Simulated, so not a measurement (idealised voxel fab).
process module | voxel self aligned contacts
cross-section cut | 300 nm wide | cells 5 nm
A cross-section is a grid of square cells, given in bands from the top down. A band is one or more rows of cells.
Each band's line starts with the height of the band's top and of its bottom, in nm. Then come its materials from left to right, each with its width in nm. One material with "throughout" fills the band from edge to edge. "air" is empty space.
Height 0 is the level under which the wafer as received is all one material. The lowest band goes on downwards, as in "0 down".
A width such as "30 to 40" changes by the same amount from each row of cells to the next, from the band's top row to its bottom row.
"no change" after a step means that no cell of the cross-section changed.
closed voids: empty space of 8 cells or more with no open way to the top, each as width x height at its distance from the left edge, in nm
after a step's settings: what the simulator itself notes on the step
overlay nm, on a step with a mask: how far to the right of its planned place the mask lay; to the left if negative
plan
1 op RECEIVE | material Si
2 op OXIDIZE | depth nm 5
3 op DIRECTIONAL_DEP | material polySi | thk nm 25
4 op DIRECTIONAL_DEP | material SiN | thk nm 25
5 op DIRECTIONAL_DEP | material aC | thk nm 10
6 op PATTERN | tone cover | mask id GATE | material resist | width nm 35 | pitch nm 80 | thk nm 25 | overlay nm 0
7 op DIRECTIONAL_ETCH | etch materials aC | depth nm 10
8 op STRIP | etch materials resist
9 op DIRECTIONAL_ETCH | etch materials SiN | depth nm 25
10 op DIRECTIONAL_ETCH | etch materials polySi | depth nm 25
11 op STRIP | etch materials aC
12 op CONFORMAL_DEP | material SiN | thk nm 10
13 op DIRECTIONAL_ETCH | etch materials SiN | depth nm 10
14 op FILL_DEP | material SiO2 | thk nm 15
15 op CMP | height nm 60
16 op DIRECTIONAL_DEP | material aC | thk nm 10
17 op PATTERN | tone open | mask id CONTACT | material resist | width nm 55 | pitch nm 80 | thk nm 25 | overlay nm 0
18 op DIRECTIONAL_ETCH | etch materials aC | depth nm 10
19 op STRIP | etch materials resist
20 op DIRECTIONAL_ETCH | etch materials SiO2 | depth nm 65
21 op STRIP | etch materials aC
22 op CONFORMAL_DEP | material TiN | thk nm 5
23 op FILL_DEP | material Ru | thk nm 10
24 op CMP | height nm 60
25 op CONFORMAL_DEP | material SiN | thk nm 5
varied across the wafers: width nm of step 17. The plan shows the first wafer's value. All wafers start alike
first wafer as received, after step 1
  0 down: Si throughout
  closed voids: none
each wafer at the end: cells of each material gained (+) or lost (-) since it was received, then its closed voids
width nm 55 | +84 Ru | -60 Si | +285 SiN | +296 SiO2 | +70 TiN | +105 polySi | closed voids: none
width nm 60 | +86 Ru | -60 Si | +285 SiN | +292 SiO2 | +72 TiN | +105 polySi | closed voids: none
width nm 65 | +88 Ru | -60 Si | +285 SiN | +288 SiO2 | +74 TiN | +105 polySi | closed voids: none
